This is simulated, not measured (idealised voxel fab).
Herein follows the process module entitled voxel gate over fins.
Cross-sectional view cut (width: 200 nm; square cell size: 5 nm).
A cross-section in this document is a grid of square cells, and it is written down as bands, the top band listed before the ones below it; a band is made up of one or more rows of cells.
It is stipulated that each band's entry specify, in nanometres, the height of the top of the band and then that of its bottom, followed by the materials of the band in left-to-right sequence, each together with its width in nanometres. A single material marked by the word "throughout" is understood to fill the band from edge to edge; the word "air" is understood to denote empty space.
All heights in this document are referenced to 0, defined as the level beneath which the wafer, as received, consists entirely of one material. The lowest band is not bounded below; it extends indefinitely downward and is written in the form "z 0 and below".
Per-row width for "30..40": begins at first number (top row of band), ends at second number (bottom row), increment between rows held constant.
For the purposes of this document, the phrase "nothing different" attached to a step denotes that no cell within the cross-section was modified by that step.
In the "Closed-off voids" entry, you get each enclosed empty space of 8 cells or more, one with no open way to the top, written width x height at distance, distance from the left edge, in nm.
Formally, on a step line, whatever follows the settings is a remark that the simulator itself makes on the step.
For masked steps, "overlay nm" on the step line gives how far right of plan the mask actually lay; a minus sign means it lay to the left.
## The process steps that were planned are listed below
step 1: op RECEIVE | material Si
step 2: op CONFORMAL_DEP | material SiN | thk nm 10
step 3: op PATTERN | tone cover | mask id FINS | material resist | width nm 15 | pitch nm 60 | thk nm 15 | overlay nm 0
step 4: op DIRECTIONAL_ETCH | etch materials SiN | depth nm 10
step 5: op DIRECTIONAL_ETCH | etch materials Si | depth nm 35
step 6: op STRIP | etch materials resist
step 7: op FILL_DEP | material SiO2 | thk nm 5
step 8: op CMP | height nm 10
step 9: op DIRECTIONAL_DEP | material aC | thk nm 15
step 10: op PATTERN | tone open | mask id RAIL | material resist | width nm 15 | thk nm 30 | overlay nm 0
step 11: op DIRECTIONAL_ETCH | etch materials aC | depth nm 15
step 12: op STRIP | etch materials resist
step 13: op DIRECTIONAL_ETCH | etch materials SiO2 | depth nm 40
step 14: op STRIP | etch materials aC
step 15: op CONFORMAL_DEP | material TiN | thk nm 5
step 16: op FILL_DEP | material W | thk nm 5
step 17: op CMP | height nm 10
step 18: op SELECTIVE_ETCH | etch materials W Ru TiN | depth nm 30
step 19: op FILL_DEP | material SiO2 | thk nm 5
step 20: op CMP | height nm 10
step 21: op SELECTIVE_ETCH | etch materials SiO2 | depth nm 25
step 22: op STRIP | etch materials SiN
step 23: op CONFORMAL_DEP | material HfO2 | thk nm 5
step 24: op CONFORMAL_DEP | material TiN | thk nm 5
step 25: op CONFORMAL_DEP | material TiAl | thk nm 5
step 26: op CONFORMAL_DEP | material TiN | thk nm 5
step 27: op FILL_DEP | material W | thk nm 15
step 28: op CMP | height nm 30
step 29: op CONFORMAL_DEP | material SiCN | thk nm 5
## Cross-sectional view of the wafer in its as-received condition, corresponding to the state after step 1
  z 0 and below  Si throughout
  Closed-off voids: none
## As-planned run: cross-section of the first of two wafers at end of module
  z 35 to 30  SiCN throughout
  z 30 to 20  W throughout
  z 20 to 15  W (40), then TiN (55), then W (5), then TiN (55), then W (45)
  z 15 to 10  W (40), then TiN (5), then TiAl (45), then TiN (5), then W (5), then TiN (5), then TiAl (45), then TiN (5), then W (45)
  z 10 to 5  W (40), then TiN (5), then TiAl (5), then TiN (35), then TiAl (5), then TiN (5), then W (5), then TiN (5), then TiAl (5), then TiN (35), then TiAl (5), then TiN (5), then W (45)
  z 5 to 0  TiN (45), then TiAl (5), then TiN (5), then HfO2 (25), then TiN (5), then TiAl (5), then TiN (15), then TiAl (5), then TiN (5), then HfO2 (25), then TiN (5), then TiAl (5), then TiN (50)
  z 0 to -5  TiAl (50), then TiN (5), then HfO2 (5), then Si (15), then HfO2 (5), then TiN (5), then TiAl (25), then TiN (5), then HfO2 (5), then Si (15), then HfO2 (5), then TiN (5), then TiAl (55)
  z -5 to -10  TiN (55), then HfO2 (5), then Si (15), then HfO2 (5), then TiN (35), then HfO2 (5), then Si (15), then HfO2 (5), then TiN (60)
  z -10 to -15  HfO2 (60), then Si (15), then HfO2 (45), then Si (15), then HfO2 (65)
  z -15 to -20  SiO2 (60), then Si (15), then SiO2 (45), then Si (15), then SiO2 (65)
  z -20 to -25  SiO2 (60), then Si (15), then SiO2 (15), then TiN (5), then W (5), then TiN (5), then SiO2 (15), then Si (15), then SiO2 (65)
  z -25 to -30  SiO2 (60), then Si (15), then SiO2 (15), then TiN (15), then SiO2 (15), then Si (15), then SiO2 (65)
  z -30 to -35  SiO2 (60), then Si (15), then SiO2 (45), then Si (15), then SiO2 (65)
  z -35 and below  Si throughout
  Closed-off voids: none
## Cross-section, second wafer: same start as the first, same plan as the first, one mistake in running it; taken at the end of the module
  z 35 to 30  SiCN throughout
  z 30 to 20  W throughout
  z 20 to 15  W (40), then TiN (55), then W (5), then TiN (55), then W (45)
  z 15 to 10  W (40), then TiN (5), then TiAl (45), then TiN (5), then W (5), then TiN (5), then TiAl (45), then TiN (5), then W (45)
  z 10 to 5  W (40), then TiN (5), then TiAl (5), then TiN (35), then TiAl (5), then TiN (5), then W (5), then TiN (5), then TiAl (5), then TiN (35), then TiAl (5), then TiN (5), then W (45)
  z 5 to 0  TiN (45), then TiAl (5), then TiN (5), then HfO2 (25), then TiN (5), then TiAl (5), then TiN (5), then W (5), then TiN (5), then TiAl (5), then TiN (5), then HfO2 (25), then TiN (5), then TiAl (5), then TiN (50)
  z 0 to -5  TiAl (50), then TiN (5), then HfO2 (5), then Si (15), then HfO2 (5), then TiN (5), then TiAl (5), then TiN (15), then TiAl (5), then TiN (5), then HfO2 (5), then Si (15), then HfO2 (5), then TiN (5), then TiAl (55)
  z -5 to -10  TiN (45), then TiAl (5), then TiN (5), then HfO2 (5), then Si (15), then HfO2 (5), then TiN (5), then TiAl (25), then TiN (5), then HfO2 (5), then Si (15), then HfO2 (5), then TiN (5), then TiAl (5), then TiN (50)
  z -10 to -15  HfO2 (40), then TiN (5), then TiAl (5), then TiN (5), then HfO2 (5), then Si (15), then HfO2 (5), then TiN (35), then HfO2 (5), then Si (15), then HfO2 (5), then TiN (5), then TiAl (5), then TiN (5), then HfO2 (45)
  z -15 to -20  SiO2 (35), then HfO2 (5), then TiN (15), then HfO2 (5), then Si (15), then HfO2 (5), then TiN (5), then HfO2 (25), then TiN (5), then HfO2 (5), then Si (15), then HfO2 (5), then TiN (15), then HfO2 (5), then SiO2 (40)
  z -20 to -25  SiO2 (35), then HfO2 (25), then Si (15), then HfO2 (15), then TiN (5), then W (5), then TiN (5), then HfO2 (15), then Si (15), then HfO2 (25), then SiO2 (40)
  z -25 to -30  SiO2 (60), then Si (15), then SiO2 (15), then TiN (15), then SiO2 (15), then Si (15), then SiO2 (65)
  z -30 to -35  SiO2 (60), then Si (15), then SiO2 (45), then Si (15), then SiO2 (65)
  z -35 and below  Si throughout
  Closed-off voids: none
Where did the run depart from the plan? so 21 and 22 got swapped relative to the plan, each ran where the other was supposed to
Cell-count delta at end, second wafer over first, by material: HfO2 +14; SiO2 -35; TiAl +6; TiN +14; W +1
